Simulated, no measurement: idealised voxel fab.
process module | voxel gate over fins
cross-section cut | 275 nm wide | cells 5 nm
A cross-section is a grid of square cells, given in bands from the top down. A band is one or more rows of cells.
Each band's line starts with the height of the band's top and of its bottom, in nm. Then come its materials from left to right, each with its width in nm. One material with "throughout" fills the band from edge to edge. "air" is empty space.
Height 0 is the level under which the wafer as received is all one material. The lowest band goes on downwards, as in "0 down".
A width such as "30 to 40" changes by the same amount from each row of cells to the next, from the band's top row to its bottom row.
"no change" after a step means that no cell of the cross-section changed.
closed voids: empty space of 8 cells or more with no open way to the top, each as width x height at its distance from the left edge, in nm
after a step's settings: what the simulator itself notes on the step
overlay nm, on a step with a mask: how far to the right of its planned place the mask lay; to the left if negative
plan
1 op RECEIVE | material Si
2 op CONFORMAL_DEP | material SiN | thk nm 10
3 op MASKED_ETCH | tone cover | mask id FINS | width nm 15 | pitch nm 40 | etch materials SiN | depth nm 10 | overlay nm 0
4 op MASKED_ETCH | tone cover | mask id FINS | width nm 15 | pitch nm 40 | etch materials Si | depth nm 35 | overlay nm 0
5 op FILL_DEP | material SiO2 | thk nm 15
6 op CMP | height nm 10
7 op SELECTIVE_ETCH | etch materials SiO2 | depth nm 25
8 op STRIP | etch materials SiN
9 op CONFORMAL_DEP | material HfO2 | thk nm 5
10 op CONFORMAL_DEP | material TiN | thk nm 5
11 op FILL_DEP | material W | thk nm 10
12 op CMP | height nm 15
13 op CONFORMAL_DEP | material SiN | thk nm 10
as received, after step 1
  0 down: Si throughout
  closed voids: none
a wafer at the end: this start, this plan, one mistake
  25 to 15: SiN throughout
  15 to 10: W throughout
  10 to 5: W 100 | TiN 35 | W 5 | TiN 35 | W 100
  5 to 0: W 100 | TiN 5 | HfO2 25 | TiN 5 | W 5 | TiN 5 | HfO2 25 | TiN 5 | W 100
  0 to -5: W 100 | TiN 5 | HfO2 5 | Si 15 | HfO2 5 | TiN 5 | W 5 | TiN 5 | HfO2 5 | Si 15 | HfO2 5 | TiN 5 | W 100
  -5 to -10: TiN 105 | HfO2 5 | Si 15 | HfO2 5 | TiN 15 | HfO2 5 | Si 15 | HfO2 5 | TiN 105
  -10 to -15: HfO2 110 | Si 15 | HfO2 25 | Si 15 | HfO2 110
  -15 to -70: SiO2 110 | Si 15 | SiO2 25 | Si 15 | SiO2 110
  -70 down: Si throughout
  closed voids: none
what went wrong: step 4 was run twice
